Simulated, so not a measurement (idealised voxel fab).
Documented hereafter: the process module known as voxel capacitor over wiring.
Pictured: cross-section cut, 160 nm wide, on a grid of 5 nm square cells.
Format of a cross-section: grid, square cells. Given as bands. Order: top down. Band: one or more rows of cells. In this notation a band is specified by the heights of its top and bottom, in that order and in nm, after which its materials appear from left to right, each paired with its width in nm. The word "all across" attached to a single material means that material fills the band from edge to edge; the word "air" stands for empty space. Measure heights from 0. That's the level where, below it, the as-received wafer is all one material. The lowest band is bottomless and extends downward; write it as in "from 0 down". Quick explanation for "30..40": the width changes in equal steps down the rows of cells, from the first number in the band's top row to the second number in its bottom row. Reading "nothing was modified" for a step: not a cell of the cross-section changed in it. Heads up: "Enclosed void list" only lists the empty pockets with no open path to the top that are 8 cells or more, and it writes them as width x height at distance, distance from the left edge, in nm. Read whatever lies past the settings on a step's line as the simulator's own remark about the step. overlay nm: where the mask lay relative to plan, measured to the right, on steps with a mask; negatives go left.

## Below is the list of planned process steps
1 RECEIVE (material Si)
2 CONFORMAL_DEP (material SiO2; thk nm 15)
3 CONFORMAL_DEP (material SiCN; thk nm 5)
4 DIRECTIONAL_DEP (material SiO2; thk nm 20)
5 DIRECTIONAL_DEP (material aC; thk nm 15)
6 PATTERN (tone open; mask id METAL_1; material resist; width nm 20; pitch nm 70; thk nm 35; overlay nm 0)
7 DIRECTIONAL_ETCH (etch materials aC; depth nm 15)
8 STRIP (etch materials resist)
9 DIRECTIONAL_ETCH (etch materials SiO2; depth nm 20)
10 DIRECTIONAL_ETCH (etch materials SiCN; depth nm 5)
11 STRIP (etch materials aC)
12 CONFORMAL_DEP (material TiN; thk nm 5)
13 FILL_DEP (material Cu; thk nm 5)
14 CMP (height nm 40)
15 EPI (material Ru; thk nm 5)
16 FILL_DEP (material SiCN; thk nm 5)
17 DIRECTIONAL_DEP (material lowk; thk nm 10)
18 PATTERN (tone open; mask id PLUG_1; material resist; width nm 15; thk nm 20; overlay nm 0)
19 DIRECTIONAL_ETCH (etch materials lowk; depth nm 10)
20 DIRECTIONAL_ETCH (etch materials SiCN; depth nm 5)
21 STRIP (etch materials resist)
22 CONFORMAL_DEP (material TiN; thk nm 5)
23 FILL_DEP (material W; thk nm 5)
24 CMP (height nm 60)
25 DIRECTIONAL_DEP (material TiN; thk nm 5)
26 DIRECTIONAL_DEP (material SiN; thk nm 5)
27 DIRECTIONAL_DEP (material TiN; thk nm 10)
28 DIRECTIONAL_DEP (material aC; thk nm 15)
29 PATTERN (tone cover; mask id UPPER_PLATE; material resist; width nm 55; thk nm 35; overlay nm 0)
30 DIRECTIONAL_ETCH (etch materials aC; depth nm 15)
31 STRIP (etch materials resist)
32 DIRECTIONAL_ETCH (etch materials TiN; depth nm 10)
33 DIRECTIONAL_ETCH (etch materials SiN; depth nm 5)
34 STRIP (etch materials aC)
35 PATTERN (tone cover; mask id LOWER_PLATE; material resist; width nm 65; thk nm 20; overlay nm 0)
36 DIRECTIONAL_ETCH (etch materials TiN; depth nm 5)
37 STRIP (etch materials resist)
38 FILL_DEP (material SiO2; thk nm 15)
39 CMP (height nm 90)
40 MASKED_ETCH (tone open; mask id PLUG_2; width nm 15; etch materials SiO2; depth nm 10; overlay nm 0)
41 CONFORMAL_DEP (material TiN; thk nm 5)
42 FILL_DEP (material Cu; thk nm 10)
43 CMP (height nm 90)
44 CONFORMAL_DEP (material SiN; thk nm 5)

## As received (post step 1): cross-section
	from 0 down = Si all across
	Enclosed void list: none

## The plan above was carried out on the starting structure above with one mistake, and this cross-section shows the wafer at the end of the module
	from 95 to 90 = SiN all across
	from 90 to 85 = SiO2 50, TiN 5, Cu 5, TiN 5, SiO2 95
	from 85 to 80 = SiO2 50, TiN 15, SiO2 95
	from 80 to 70 = SiO2 40, TiN 55, SiO2 65
	from 70 to 65 = SiO2 40, SiN 55, SiO2 65
	from 65 to 60 = Ru all across
	from 60 to 50 = lowk 40, TiN 5, W 5, TiN 5, lowk 105
	from 50 to 45 = SiCN 40, TiN 15, SiCN 105
	from 45 to 40 = SiCN 30, Ru 30, SiCN 40, Ru 30, SiCN 30
	from 40 to 20 = SiO2 35, TiN 5, Cu 10, TiN 5, SiO2 50, TiN 5, Cu 10, TiN 5, SiO2 35
	from 20 to 15 = SiCN 35, TiN 20, SiCN 50, TiN 20, SiCN 35
	from 15 to 0 = SiO2 all across
	from 0 down = Si all across
	Enclosed void list: none
Short version of what went wrong: step 25 ran as: DIRECTIONAL_DEP (material Ru; thk nm 5)
